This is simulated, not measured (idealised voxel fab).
You're looking at the process module voxel wiring stack.
200 nm wide, 5 nm square cells: that's cross-section cut.
Just so we're on the same page, the cross-sections are grids of square cells, and they're listed out in bands top to bottom, each band one or more rows deep. A band entry consists of two parts. The first gives the height of the band's top and the height of its bottom, in nm. The rest lists the band's materials from left to right, each with its width in nm. A single material labelled with the word "edge to edge" fills the band from edge to edge, and the word "air" marks empty space. Ref level 0: as-received wafer is one material below here. Bottom band extends down with no lower bound ("0..down"). A width given as "30..40" starts at the first number in the band's top row and ends at the second number in its bottom row, shifting by an equal amount at every step from row to row. Key: "no alterations made" - step with no changed cell in the cross-section. Entry "Closed void catalog". Content: empty spaces with no open connection to the top, size 8 cells or greater. Each: width x height at distance. Distance: from left edge. Unit: nm. Note: text after step settings on the step line = simulator remark on that step. overlay nm: how far to the right of its planned place the mask lay on this masked step (negative: to the left).

Intended process steps:
step 1: RECEIVE (material Si)
step 2: CONFORMAL_DEP (material SiO2; thk nm 15)
step 3: DIRECTIONAL_DEP (material TiN; thk nm 5)
step 4: DIRECTIONAL_DEP (material W; thk nm 25)
step 5: PATTERN (tone cover; mask id METAL_1; material resist; width nm 25; pitch nm 55; thk nm 20; overlay nm 0)
step 6: DIRECTIONAL_ETCH (etch materials W; depth nm 25)
step 7: DIRECTIONAL_ETCH (etch materials TiN; depth nm 5)
step 8: STRIP (etch materials resist)
step 9: CONFORMAL_DEP (material SiCN; thk nm 5)
step 10: FILL_DEP (material lowk; thk nm 5)
step 11: CMP (height nm 45)
step 12: CONFORMAL_DEP (material SiCN; thk nm 5)
step 13: DIRECTIONAL_DEP (material lowk; thk nm 20)
step 14: DIRECTIONAL_DEP (material aC; thk nm 15)
step 15: PATTERN (tone open; mask id PLUG_1; material resist; width nm 15; thk nm 30; overlay nm 0)
step 16: DIRECTIONAL_ETCH (etch materials aC; depth nm 15)
step 17: STRIP (etch materials resist)
step 18: DIRECTIONAL_ETCH (etch materials lowk; depth nm 20)
step 19: DIRECTIONAL_ETCH (etch materials SiCN; depth nm 5)
step 20: STRIP (etch materials aC)
step 21: EPI (material Ru; thk nm 10)
step 22: EPI (material Ru; thk nm 10)
step 23: EPI (material Ru; thk nm 5)
step 24: DIRECTIONAL_DEP (material TiN; thk nm 5)
step 25: DIRECTIONAL_DEP (material Ru; thk nm 20)
step 26: DIRECTIONAL_DEP (material aC; thk nm 15)
step 27: PATTERN (tone cover; mask id METAL_2; material resist; width nm 25; pitch nm 55; thk nm 30; overlay nm 0)
step 28: DIRECTIONAL_ETCH (etch materials aC; depth nm 15)
step 29: STRIP (etch materials resist)
step 30: DIRECTIONAL_ETCH (etch materials Ru; depth nm 20)
step 31: DIRECTIONAL_ETCH (etch materials TiN; depth nm 5)
step 32: STRIP (etch materials aC)
step 33: CONFORMAL_DEP (material SiN; thk nm 5)
step 34: FILL_DEP (material SiO2; thk nm 10)
step 35: CMP (height nm 95)
step 36: CONFORMAL_DEP (material SiCN; thk nm 5)
step 37: DIRECTIONAL_DEP (material lowk; thk nm 10)
step 38: DIRECTIONAL_DEP (material aC; thk nm 10)
step 39: PATTERN (tone open; mask id PLUG_2; material resist; width nm 15; pitch nm 55; thk nm 25; overlay nm 0)
step 40: DIRECTIONAL_ETCH (etch materials aC; depth nm 10)
step 41: STRIP (etch materials resist)
step 42: DIRECTIONAL_ETCH (etch materials lowk; depth nm 10)
step 43: DIRECTIONAL_ETCH (etch materials SiCN; depth nm 5)
step 44: STRIP (etch materials aC)
step 45: CONFORMAL_DEP (material TiN; thk nm 5)
step 46: FILL_DEP (material Ru; thk nm 10)
step 47: CMP (height nm 110)
step 48: CONFORMAL_DEP (material SiN; thk nm 5)
step 49: DIRECTIONAL_DEP (material SiO2; thk nm 25)
step 50: PATTERN (tone open; mask id METAL_3; material resist; width nm 25; pitch nm 55; thk nm 20; overlay nm -15)
step 51: DIRECTIONAL_ETCH (etch materials SiO2; depth nm 25)
step 52: DIRECTIONAL_ETCH (etch materials SiN; depth nm 5)
step 53: STRIP (etch materials resist)
step 54: CONFORMAL_DEP (material TiN; thk nm 5)
step 55: FILL_DEP (material Cu; thk nm 10)
step 56: CMP (height nm 140)
step 57: CONFORMAL_DEP (material SiCN; thk nm 5)
Wafers differ in overlay nm at step 50; plan lists the first wafer's value; identical starting state.

First of several wafers, received after step 1, in cross-section:
  0..down: Si edge to edge
  Closed void catalog: none

At the end of the module, after its last step, step 57, the first of several wafers appears in cross-section as follows:
  145..140: SiCN edge to edge
  140..115: SiO2 45; TiN 5; Cu 15; TiN 5; SiO2 30; TiN 5; Cu 15; TiN 5; SiO2 75
  115..110: SiN 45; TiN 25; SiN 30; TiN 25; SiN 75
  110..100: lowk 60; TiN 5; Ru 5; TiN 5; lowk 40; TiN 5; Ru 5; TiN 5; lowk 70
  100..95: SiCN 60; TiN 15; SiCN 40; TiN 15; SiCN 70
  95..75: SiO2 55; SiN 5; Ru 25; SiN 5; SiO2 20; SiN 5; Ru 25; SiN 5; SiO2 55
  75..70: SiN 60; TiN 25; SiN 30; TiN 25; SiN 60
  70..50: lowk 60; Ru 15; lowk 125
  50..45: SiCN 60; Ru 15; SiCN 125
  45..20: lowk 55; SiCN 5; W 25; SiCN 5; lowk 20; SiCN 5; W 25; SiCN 5; lowk 55
  20..15: SiCN 60; TiN 25; SiCN 30; TiN 25; SiCN 60
  15..0: SiO2 edge to edge
  0..down: Si edge to edge
  Closed void catalog: none

Cross-section of the final wafer among several, taken at the end of the module:
  145..140: SiCN edge to edge
  140..115: SiO2 75; TiN 5; Cu 15; TiN 5; SiO2 30; TiN 5; Cu 15; TiN 5; SiO2 45
  115..110: SiN 75; TiN 25; SiN 30; TiN 25; SiN 45
  110..100: lowk 60; TiN 5; Ru 5; TiN 5; lowk 40; TiN 5; Ru 5; TiN 5; lowk 70
  100..95: SiCN 60; TiN 15; SiCN 40; TiN 15; SiCN 70
  95..75: SiO2 55; SiN 5; Ru 25; SiN 5; SiO2 20; SiN 5; Ru 25; SiN 5; SiO2 55
  75..70: SiN 60; TiN 25; SiN 30; TiN 25; SiN 60
  70..50: lowk 60; Ru 15; lowk 125
  50..45: SiCN 60; Ru 15; SiCN 125
  45..20: lowk 55; SiCN 5; W 25; SiCN 5; lowk 20; SiCN 5; W 25; SiCN 5; lowk 55
  20..15: SiCN 60; TiN 25; SiCN 30; TiN 25; SiCN 60
  15..0: SiO2 edge to edge
  0..down: Si edge to edge
  Closed void catalog: none

What follows is a table in which each wafer occupies a row; for the wafer as it stands at the close of the module, the row states, material by material, how many cells have been gained (+) or lost (-) since receipt, and then gives its closed voids:
overlay nm -15 | +30 Cu | +59 Ru | +161 SiCN | +76 SiN | +374 SiO2 | +64 TiN | +50 W | +346 lowk | Closed void catalog: none
overlay nm -10 | +30 Cu | +59 Ru | +161 SiCN | +76 SiN | +374 SiO2 | +64 TiN | +50 W | +346 lowk | Closed void catalog: none
overlay nm -5 | +30 Cu | +59 Ru | +161 SiCN | +76 SiN | +374 SiO2 | +64 TiN | +50 W | +346 lowk | Closed void catalog: none
overlay nm 0 | +30 Cu | +59 Ru | +161 SiCN | +76 SiN | +374 SiO2 | +64 TiN | +50 W | +346 lowk | Closed void catalog: none
overlay nm 5 | +30 Cu | +59 Ru | +161 SiCN | +76 SiN | +374 SiO2 | +64 TiN | +50 W | +346 lowk | Closed void catalog: none
overlay nm 10 | +30 Cu | +59 Ru | +161 SiCN | +76 SiN | +374 SiO2 | +64 TiN | +50 W | +346 lowk | Closed void catalog: none
overlay nm 15 | +30 Cu | +59 Ru | +161 SiCN | +76 SiN | +374 SiO2 | +64 TiN | +50 W | +346 lowk | Closed void catalog: none
